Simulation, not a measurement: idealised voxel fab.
You're looking at the process module voxel wiring stack.
Shown is cross-section cut, with a width of 210 nm and square cells of size 5 nm.
A cross-section in this document is a grid of square cells, and it is written down as bands, the top band listed before the ones below it; a band is made up of one or more rows of cells. In this notation a band is specified by the heights of its top and bottom, in that order and in nm, after which its materials appear from left to right, each paired with its width in nm. The word "edge to edge" attached to a single material means that material fills the band from edge to edge; the word "air" stands for empty space. Heights are reckoned from 0. Under this level, the received wafer is all of one material. The bottommost band is open-ended downward, for example "top 0, no bottom". It should be noted that a width expressed as "30 to 40" varies in equal increments from row to row of cells within the band, taking the value of the first number at the top row and that of the second number at the bottom row. Any step labelled "left unchanged" changed none of the cells in the cross-section. Heads up: "Trapped void list" only lists the empty pockets with no open path to the top that are 8 cells or more, and it writes them as width x height at distance, distance from the left edge, in nm. Past the settings on a step's line: simulator remark, on that step. overlay nm: mask offset rightward from planned place, masked step; negative means leftward offset.

# These are the steps we planned for the process
| 1 | RECEIVE, material Si |
| 2 | CONFORMAL_DEP, material SiO2, thk nm 15 |
| 3 | CONFORMAL_DEP, material SiN, thk nm 5 |
| 4 | DIRECTIONAL_DEP, material SiO2, thk nm 15 |
| 5 | PATTERN, tone open, mask id METAL_1, material resist, width nm 25, pitch nm 50, thk nm 20, overlay nm 0 |
| 6 | DIRECTIONAL_ETCH, etch materials SiO2, depth nm 15 |
| 7 | DIRECTIONAL_ETCH, etch materials SiN, depth nm 5 |
| 8 | STRIP, etch materials resist |
| 9 | CONFORMAL_DEP, material TiN, thk nm 5 |
| 10 | FILL_DEP, material Cu, thk nm 5 |
| 11 | CMP, height nm 35 |
| 12 | CONFORMAL_DEP, material SiCN, thk nm 5 |
| 13 | DIRECTIONAL_DEP, material lowk, thk nm 25 |
| 14 | DIRECTIONAL_DEP, material aC, thk nm 10 |
| 15 | PATTERN, tone open, mask id METAL_2_HOLES, material resist, width nm 15, pitch nm 50, thk nm 25, overlay nm 0 |
| 16 | DIRECTIONAL_ETCH, etch materials aC, depth nm 10 |
| 17 | STRIP, etch materials resist |
| 18 | DIRECTIONAL_ETCH, etch materials lowk, depth nm 25 |
| 19 | STRIP, etch materials aC |
| 20 | PATTERN, tone open, mask id METAL_2, material resist, width nm 25, pitch nm 50, thk nm 20, overlay nm 0 |
| 21 | DIRECTIONAL_ETCH, etch materials lowk, depth nm 15 |
| 22 | DIRECTIONAL_ETCH, etch materials SiCN, depth nm 5 |
| 23 | STRIP, etch materials resist |
| 24 | CONFORMAL_DEP, material TiN, thk nm 5 |
| 25 | FILL_DEP, material Cu, thk nm 5 |
| 26 | CMP, height nm 65 |
| 27 | CONFORMAL_DEP, material SiCN, thk nm 5 |
| 28 | DIRECTIONAL_DEP, material lowk, thk nm 30 |
| 29 | MASKED_ETCH, tone open, mask id METAL_3, width nm 25, pitch nm 50, etch materials lowk, depth nm 15, overlay nm 0 |
| 30 | DIRECTIONAL_DEP, material aC, thk nm 15 |
| 31 | PATTERN, tone open, mask id METAL_3_HOLES, material resist, width nm 15, pitch nm 50, thk nm 30, overlay nm 0 |
| 32 | DIRECTIONAL_ETCH, etch materials aC, depth nm 15 |
| 33 | STRIP, etch materials resist |
| 34 | DIRECTIONAL_ETCH, etch materials lowk, depth nm 15 |
| 35 | DIRECTIONAL_ETCH, etch materials SiCN, depth nm 5 |
| 36 | STRIP, etch materials aC |
| 37 | CONFORMAL_DEP, material TiN, thk nm 5 |
| 38 | FILL_DEP, material Cu, thk nm 10 |
| 39 | CMP, height nm 100 |
| 40 | CONFORMAL_DEP, material SiN, thk nm 5 |

# Below: the first of two wafers, run as planned

# Cross-section of the wafer as it came to us, i.e., already through step 1
> top 0, no bottom  Si edge to edge
> Trapped void list: none

# Wafer xsec, post step 2
> top 15, bottom 0  SiO2 edge to edge
> Rest of section, below 0: as before.

# Wafer xsec, post step 3
> top 20, bottom 15  SiN edge to edge
> Rest of section, below 15: as before.

# Wafer xsec, post step 4
> top 35, bottom 20  SiO2 edge to edge
> Rest of section, below 20: as before.

# Wafer xsec, post step 5
> top 55, bottom 35  resist (65)  air (25)  resist (25)  air (25)  resist (70)
> Rest of section, below 35: as before.

# Wafer xsec, post step 6
> top 55, bottom 35  resist (65)  air (25)  resist (25)  air (25)  resist (70)
> top 35, bottom 20  SiO2 (65)  air (25)  SiO2 (25)  air (25)  SiO2 (70)
> Rest of section, below 20: as before.

# Wafer xsec, post step 7
> top 55, bottom 35  resist (65)  air (25)  resist (25)  air (25)  resist (70)
> top 35, bottom 20  SiO2 (65)  air (25)  SiO2 (25)  air (25)  SiO2 (70)
> top 20, bottom 15  SiN (65)  air (25)  SiN (25)  air (25)  SiN (70)
> Rest of section, below 15: as before.

# Wafer xsec, post step 8
> top 35, bottom 20  SiO2 (65)  air (25)  SiO2 (25)  air (25)  SiO2 (70)
> Rest of section, below 20: as before.

# Wafer xsec, post step 9
> top 40, bottom 35  TiN (70)  air (15)  TiN (35)  air (15)  TiN (75)
> top 35, bottom 20  SiO2 (65)  TiN (5)  air (15)  TiN (5)  SiO2 (25)  TiN (5)  air (15)  TiN (5)  SiO2 (70)
> top 20, bottom 15  SiN (65)  TiN (25)  SiN (25)  TiN (25)  SiN (70)
> Rest of section, below 15: as before.

# Wafer xsec, post step 10
> top 45, bottom 40  Cu edge to edge
> top 40, bottom 35  TiN (70)  Cu (15)  TiN (35)  Cu (15)  TiN (75)
> top 35, bottom 20  SiO2 (65)  TiN (5)  Cu (15)  TiN (5)  SiO2 (25)  TiN (5)  Cu (15)  TiN (5)  SiO2 (70)
> Rest of section, below 20: as before.

# Wafer xsec, post step 11
> top 35, bottom 20  SiO2 (65)  TiN (5)  Cu (15)  TiN (5)  SiO2 (25)  TiN (5)  Cu (15)  TiN (5)  SiO2 (70)
> Rest of section, below 20: as before.

# Wafer xsec, post step 12
> top 40, bottom 35  SiCN edge to edge
> Rest of section, below 35: as before.

# Wafer xsec, post step 13
> top 65, bottom 40  lowk edge to edge
> Rest of section, below 40: as before.

# Wafer xsec, post step 14
> top 75, bottom 65  aC edge to edge
> Rest of section, below 65: as before.

# Wafer xsec, post step 15
> top 100, bottom 75  resist (65)  air (15)  resist (35)  air (15)  resist (80)
> Rest of section, below 75: as before.

# Wafer xsec, post step 16
> top 90, bottom 75  resist (65)  air (15)  resist (35)  air (15)  resist (80)
> top 75, bottom 65  aC (65)  air (15)  aC (35)  air (15)  aC (80)
> Rest of section, below 65: as before.

# Wafer xsec, post step 17
> top 75, bottom 65  aC (65)  air (15)  aC (35)  air (15)  aC (80)
> Rest of section, below 65: as before.

# Wafer xsec, post step 18
> top 75, bottom 65  aC (65)  air (15)  aC (35)  air (15)  aC (80)
> top 65, bottom 40  lowk (65)  air (15)  lowk (35)  air (15)  lowk (80)
> Rest of section, below 40: as before.

# Wafer xsec, post step 19
> top 65, bottom 40  lowk (65)  air (15)  lowk (35)  air (15)  lowk (80)
> Rest of section, below 40: as before.

# Wafer xsec, post step 20
> top 85, bottom 65  resist (65)  air (25)  resist (25)  air (25)  resist (70)
> Rest of section, below 65: as before.

# Wafer xsec, post step 21
> top 85, bottom 65  resist (65)  air (25)  resist (25)  air (25)  resist (70)
> top 65, bottom 50  lowk (65)  air (25)  lowk (25)  air (25)  lowk (70)
> Rest of section, below 50: as before.

# Wafer xsec, post step 22
> top 85, bottom 65  resist (65)  air (25)  resist (25)  air (25)  resist (70)
> top 65, bottom 50  lowk (65)  air (25)  lowk (25)  air (25)  lowk (70)
> top 50, bottom 40  lowk (65)  air (15)  lowk (35)  air (15)  lowk (80)
> top 40, bottom 35  SiCN (65)  air (15)  SiCN (35)  air (15)  SiCN (80)
> Rest of section, below 35: as before.

# Wafer xsec, post step 23
> top 65, bottom 50  lowk (65)  air (25)  lowk (25)  air (25)  lowk (70)
> Rest of section, below 50: as before.

# Wafer xsec, post step 24
> top 70, bottom 65  TiN (70)  air (15)  TiN (35)  air (15)  TiN (75)
> top 65, bottom 55  lowk (65)  TiN (5)  air (15)  TiN (5)  lowk (25)  TiN (5)  air (15)  TiN (5)  lowk (70)
> top 55, bottom 50  lowk (65)  TiN (5)  air (5)  TiN (15)  lowk (25)  TiN (5)  air (5)  TiN (15)  lowk (70)
> top 50, bottom 40  lowk (65)  TiN (5)  air (5)  TiN (5)  lowk (35)  TiN (5)  air (5)  TiN (5)  lowk (80)
> top 40, bottom 35  SiCN (65)  TiN (15)  SiCN (35)  TiN (15)  SiCN (80)
> Rest of section, below 35: as before.

# Wafer xsec, post step 25
> top 75, bottom 70  Cu edge to edge
> top 70, bottom 65  TiN (70)  Cu (15)  TiN (35)  Cu (15)  TiN (75)
> top 65, bottom 55  lowk (65)  TiN (5)  Cu (15)  TiN (5)  lowk (25)  TiN (5)  Cu (15)  TiN (5)  lowk (70)
> top 55, bottom 50  lowk (65)  TiN (5)  Cu (5)  TiN (15)  lowk (25)  TiN (5)  Cu (5)  TiN (15)  lowk (70)
> top 50, bottom 40  lowk (65)  TiN (5)  Cu (5)  TiN (5)  lowk (35)  TiN (5)  Cu (5)  TiN (5)  lowk (80)
> Rest of section, below 40: as before.

# Wafer xsec, post step 26
> top 65, bottom 55  lowk (65)  TiN (5)  Cu (15)  TiN (5)  lowk (25)  TiN (5)  Cu (15)  TiN (5)  lowk (70)
> Rest of section, below 55: as before.

# Wafer xsec, post step 27
> top 70, bottom 65  SiCN edge to edge
> Rest of section, below 65: as before.

# Wafer xsec, post step 28
> top 100, bottom 70  lowk edge to edge
> Rest of section, below 70: as before.

# Wafer xsec, post step 29
> top 100, bottom 85  lowk (65)  air (25)  lowk (25)  air (25)  lowk (70)
> Rest of section, below 85: as before.

# Wafer xsec, post step 30
> top 115, bottom 100  aC (65)  air (25)  aC (25)  air (25)  aC (70)
> top 100, bottom 85  lowk (65)  aC (25)  lowk (25)  aC (25)  lowk (70)
> Rest of section, below 85: as before.

# Wafer xsec, post step 31
> top 145, bottom 115  resist (65)  air (15)  resist (35)  air (15)  resist (80)
> top 115, bottom 100  aC (65)  air (15)  resist (10)  aC (25)  air (15)  resist (10)  aC (70)
> Rest of section, below 100: as before.

# Wafer xsec, post step 32
> top 130, bottom 115  resist (65)  air (15)  resist (35)  air (15)  resist (80)
> top 115, bottom 100  aC (65)  air (15)  resist (10)  aC (25)  air (15)  resist (10)  aC (70)
> top 100, bottom 85  lowk (65)  air (15)  aC (10)  lowk (25)  air (15)  aC (10)  lowk (70)
> Rest of section, below 85: as before.

# Wafer xsec, post step 33
> top 115, bottom 100  aC (65)  air (25)  aC (25)  air (25)  aC (70)
> Rest of section, below 100: as before.

# Wafer xsec, post step 34
> top 115, bottom 100  aC (65)  air (25)  aC (25)  air (25)  aC (70)
> top 100, bottom 85  lowk (65)  air (15)  aC (10)  lowk (25)  air (15)  aC (10)  lowk (70)
> top 85, bottom 70  lowk (65)  air (15)  lowk (35)  air (15)  lowk (80)
> Rest of section, below 70: as before.

# Wafer xsec, post step 35
> top 115, bottom 100  aC (65)  air (25)  aC (25)  air (25)  aC (70)
> top 100, bottom 85  lowk (65)  air (15)  aC (10)  lowk (25)  air (15)  aC (10)  lowk (70)
> top 85, bottom 70  lowk (65)  air (15)  lowk (35)  air (15)  lowk (80)
> top 70, bottom 65  SiCN (65)  air (15)  SiCN (35)  air (15)  SiCN (80)
> Rest of section, below 65: as before.

# Wafer xsec, post step 36
> top 100, bottom 85  lowk (65)  air (25)  lowk (25)  air (25)  lowk (70)
> Rest of section, below 85: as before.

# Wafer xsec, post step 37
> top 105, bottom 100  TiN (70)  air (15)  TiN (35)  air (15)  TiN (75)
> top 100, bottom 90  lowk (65)  TiN (5)  air (15)  TiN (5)  lowk (25)  TiN (5)  air (15)  TiN (5)  lowk (70)
> top 90, bottom 85  lowk (65)  TiN (5)  air (5)  TiN (15)  lowk (25)  TiN (5)  air (5)  TiN (15)  lowk (70)
> top 85, bottom 70  lowk (65)  TiN (5)  air (5)  TiN (5)  lowk (35)  TiN (5)  air (5)  TiN (5)  lowk (80)
> top 70, bottom 65  SiCN (65)  TiN (15)  SiCN (35)  TiN (15)  SiCN (80)
> Rest of section, below 65: as before.

# Wafer xsec, post step 38
> top 115, bottom 105  Cu edge to edge
> top 105, bottom 100  TiN (70)  Cu (15)  TiN (35)  Cu (15)  TiN (75)
> top 100, bottom 90  lowk (65)  TiN (5)  Cu (15)  TiN (5)  lowk (25)  TiN (5)  Cu (15)  TiN (5)  lowk (70)
> top 90, bottom 85  lowk (65)  TiN (5)  Cu (5)  TiN (15)  lowk (25)  TiN (5)  Cu (5)  TiN (15)  lowk (70)
> top 85, bottom 70  lowk (65)  TiN (5)  Cu (5)  TiN (5)  lowk (35)  TiN (5)  Cu (5)  TiN (5)  lowk (80)
> Rest of section, below 70: as before.

# Wafer xsec, post step 39
> top 100, bottom 90  lowk (65)  TiN (5)  Cu (15)  TiN (5)  lowk (25)  TiN (5)  Cu (15)  TiN (5)  lowk (70)
> Rest of section, below 90: as before.

# Wafer xsec, post step 40
> top 105, bottom 100  SiN edge to edge
> Rest of section, below 100: as before.

# For the second wafer, take the first wafer's start and plan, then add one mistake made in running it; everything through step 12, that step included, is shared with the first

# Cross-section: second wafer, time at which step 13 was scheduled to end
> top 60, bottom 40  lowk edge to edge
> Rest of section, below 40: as before.

# Cross-section: second wafer, time at which step 14 was scheduled to end
> top 70, bottom 60  aC edge to edge
> Rest of section, below 60: as before.

# Cross-section: second wafer, time at which step 15 was scheduled to end
> top 95, bottom 70  resist (65)  air (15)  resist (35)  air (15)  resist (80)
> Rest of section, below 70: as before.

# Cross-section: second wafer, time at which step 16 was scheduled to end
> top 85, bottom 70  resist (65)  air (15)  resist (35)  air (15)  resist (80)
> top 70, bottom 60  aC (65)  air (15)  aC (35)  air (15)  aC (80)
> Rest of section, below 60: as before.

# Cross-section: second wafer, time at which step 17 was scheduled to end
> top 70, bottom 60  aC (65)  air (15)  aC (35)  air (15)  aC (80)
> Rest of section, below 60: as before.

# Cross-section: second wafer, time at which step 18 was scheduled to end
> top 70, bottom 60  aC (65)  air (15)  aC (35)  air (15)  aC (80)
> top 60, bottom 40  lowk (65)  air (15)  lowk (35)  air (15)  lowk (80)
> Rest of section, below 40: as before.

# Cross-section: second wafer, time at which step 19 was scheduled to end
> top 60, bottom 40  lowk (65)  air (15)  lowk (35)  air (15)  lowk (80)
> Rest of section, below 40: as before.

# Cross-section: second wafer, time at which step 20 was scheduled to end
> top 80, bottom 60  resist (65)  air (25)  resist (25)  air (25)  resist (70)
> Rest of section, below 60: as before.

# Cross-section: second wafer, time at which step 21 was scheduled to end
> top 80, bottom 60  resist (65)  air (25)  resist (25)  air (25)  resist (70)
> top 60, bottom 45  lowk (65)  air (25)  lowk (25)  air (25)  lowk (70)
> Rest of section, below 45: as before.

# Cross-section: second wafer, time at which step 22 was scheduled to end
> top 80, bottom 60  resist (65)  air (25)  resist (25)  air (25)  resist (70)
> top 60, bottom 45  lowk (65)  air (25)  lowk (25)  air (25)  lowk (70)
> top 45, bottom 40  lowk (65)  air (15)  lowk (35)  air (15)  lowk (80)
> top 40, bottom 35  SiCN (65)  air (15)  SiCN (35)  air (15)  SiCN (80)
> Rest of section, below 35: as before.

# Cross-section: second wafer, time at which step 23 was scheduled to end
> top 60, bottom 45  lowk (65)  air (25)  lowk (25)  air (25)  lowk (70)
> Rest of section, below 45: as before.

# Cross-section: second wafer, time at which step 24 was scheduled to end
> top 65, bottom 60  TiN (70)  air (15)  TiN (35)  air (15)  TiN (75)
> top 60, bottom 50  lowk (65)  TiN (5)  air (15)  TiN (5)  lowk (25)  TiN (5)  air (15)  TiN (5)  lowk (70)
> top 50, bottom 40  lowk (65)  TiN (5)  air (5)  TiN (15 to 5)  lowk (25 to 35)  TiN (5)  air (5)  TiN (15 to 5)  lowk (70 to 80)
> top 40, bottom 35  SiCN (65)  TiN (15)  SiCN (35)  TiN (15)  SiCN (80)
> Rest of section, below 35: as before.

# Cross-section: second wafer, time at which step 25 was scheduled to end
> top 70, bottom 65  Cu edge to edge
> top 65, bottom 60  TiN (70)  Cu (15)  TiN (35)  Cu (15)  TiN (75)
> top 60, bottom 50  lowk (65)  TiN (5)  Cu (15)  TiN (5)  lowk (25)  TiN (5)  Cu (15)  TiN (5)  lowk (70)
> top 50, bottom 40  lowk (65)  TiN (5)  Cu (5)  TiN (15 to 5)  lowk (25 to 35)  TiN (5)  Cu (5)  TiN (15 to 5)  lowk (70 to 80)
> Rest of section, below 40: as before.

# Cross-section: second wafer, time at which step 26 was scheduled to end
> top 65, bottom 60  TiN (70)  Cu (15)  TiN (35)  Cu (15)  TiN (75)
> Rest of section, below 60: as before.

# Cross-section: second wafer, time at which step 27 was scheduled to end
> top 70, bottom 65  SiCN edge to edge
> Rest of section, below 65: as before.

# Cross-section: second wafer, time at which step 28 was scheduled to end
> top 100, bottom 70  lowk edge to edge
> Rest of section, below 70: as before.

# Cross-section: second wafer, time at which step 29 was scheduled to end
> top 100, bottom 85  lowk (65)  air (25)  lowk (25)  air (25)  lowk (70)
> Rest of section, below 85: as before.

# Cross-section: second wafer, time at which step 30 was scheduled to end
> top 115, bottom 100  aC (65)  air (25)  aC (25)  air (25)  aC (70)
> top 100, bottom 85  lowk (65)  aC (25)  lowk (25)  aC (25)  lowk (70)
> Rest of section, below 85: as before.

# Cross-section: second wafer, time at which step 31 was scheduled to end
> top 145, bottom 115  resist (65)  air (15)  resist (35)  air (15)  resist (80)
> top 115, bottom 100  aC (65)  air (15)  resist (10)  aC (25)  air (15)  resist (10)  aC (70)
> Rest of section, below 100: as before.

# Cross-section: second wafer, time at which step 32 was scheduled to end
> top 130, bottom 115  resist (65)  air (15)  resist (35)  air (15)  resist (80)
> top 115, bottom 100  aC (65)  air (15)  resist (10)  aC (25)  air (15)  resist (10)  aC (70)
> top 100, bottom 85  lowk (65)  air (15)  aC (10)  lowk (25)  air (15)  aC (10)  lowk (70)
> Rest of section, below 85: as before.

# Cross-section: second wafer, time at which step 33 was scheduled to end
> top 115, bottom 100  aC (65)  air (25)  aC (25)  air (25)  aC (70)
> Rest of section, below 100: as before.

# Cross-section: second wafer, time at which step 34 was scheduled to end
> top 115, bottom 100  aC (65)  air (25)  aC (25)  air (25)  aC (70)
> top 100, bottom 85  lowk (65)  air (15)  aC (10)  lowk (25)  air (15)  aC (10)  lowk (70)
> top 85, bottom 70  lowk (65)  air (15)  lowk (35)  air (15)  lowk (80)
> Rest of section, below 70: as before.

# Cross-section: second wafer, time at which step 35 was scheduled to end
> top 115, bottom 100  aC (65)  air (25)  aC (25)  air (25)  aC (70)
> top 100, bottom 85  lowk (65)  air (15)  aC (10)  lowk (25)  air (15)  aC (10)  lowk (70)
> top 85, bottom 70  lowk (65)  air (15)  lowk (35)  air (15)  lowk (80)
> top 70, bottom 65  SiCN (65)  air (15)  SiCN (35)  air (15)  SiCN (80)
> Rest of section, below 65: as before.

# Cross-section: second wafer, time at which step 36 was scheduled to end
> top 100, bottom 85  lowk (65)  air (25)  lowk (25)  air (25)  lowk (70)
> Rest of section, below 85: as before.

# Cross-section: second wafer, time at which step 37 was scheduled to end
> top 105, bottom 100  TiN (70)  air (15)  TiN (35)  air (15)  TiN (75)
> top 100, bottom 90  lowk (65)  TiN (5)  air (15)  TiN (5)  lowk (25)  TiN (5)  air (15)  TiN (5)  lowk (70)
> top 90, bottom 85  lowk (65)  TiN (5)  air (5)  TiN (15)  lowk (25)  TiN (5)  air (5)  TiN (15)  lowk (70)
> top 85, bottom 70  lowk (65)  TiN (5)  air (5)  TiN (5)  lowk (35)  TiN (5)  air (5)  TiN (5)  lowk (80)
> top 70, bottom 65  SiCN (65)  TiN (15)  SiCN (35)  TiN (15)  SiCN (80)
> Rest of section, below 65: as before.

# Cross-section: second wafer, time at which step 38 was scheduled to end
> top 115, bottom 105  Cu edge to edge
> top 105, bottom 100  TiN (70)  Cu (15)  TiN (35)  Cu (15)  TiN (75)
> top 100, bottom 90  lowk (65)  TiN (5)  Cu (15)  TiN (5)  lowk (25)  TiN (5)  Cu (15)  TiN (5)  lowk (70)
> top 90, bottom 85  lowk (65)  TiN (5)  Cu (5)  TiN (15)  lowk (25)  TiN (5)  Cu (5)  TiN (15)  lowk (70)
> top 85, bottom 70  lowk (65)  TiN (5)  Cu (5)  TiN (5)  lowk (35)  TiN (5)  Cu (5)  TiN (5)  lowk (80)
> Rest of section, below 70: as before.

# Cross-section: second wafer, time at which step 39 was scheduled to end
> top 100, bottom 90  lowk (65)  TiN (5)  Cu (15)  TiN (5)  lowk (25)  TiN (5)  Cu (15)  TiN (5)  lowk (70)
> Rest of section, below 90: as before.

# Cross-section: second wafer, time at which step 40 was scheduled to end
> top 105, bottom 100  SiN edge to edge
> Rest of section, below 100: as before.
Plan not followed: in deviation from the planned setting, step 13 was conducted as DIRECTIONAL_DEP, material lowk, thk nm 20
Wrapping up, a cell-based count of both wafers puts the second over or under the first for these materials: +4 Cu, +32 TiN, -36 lowk
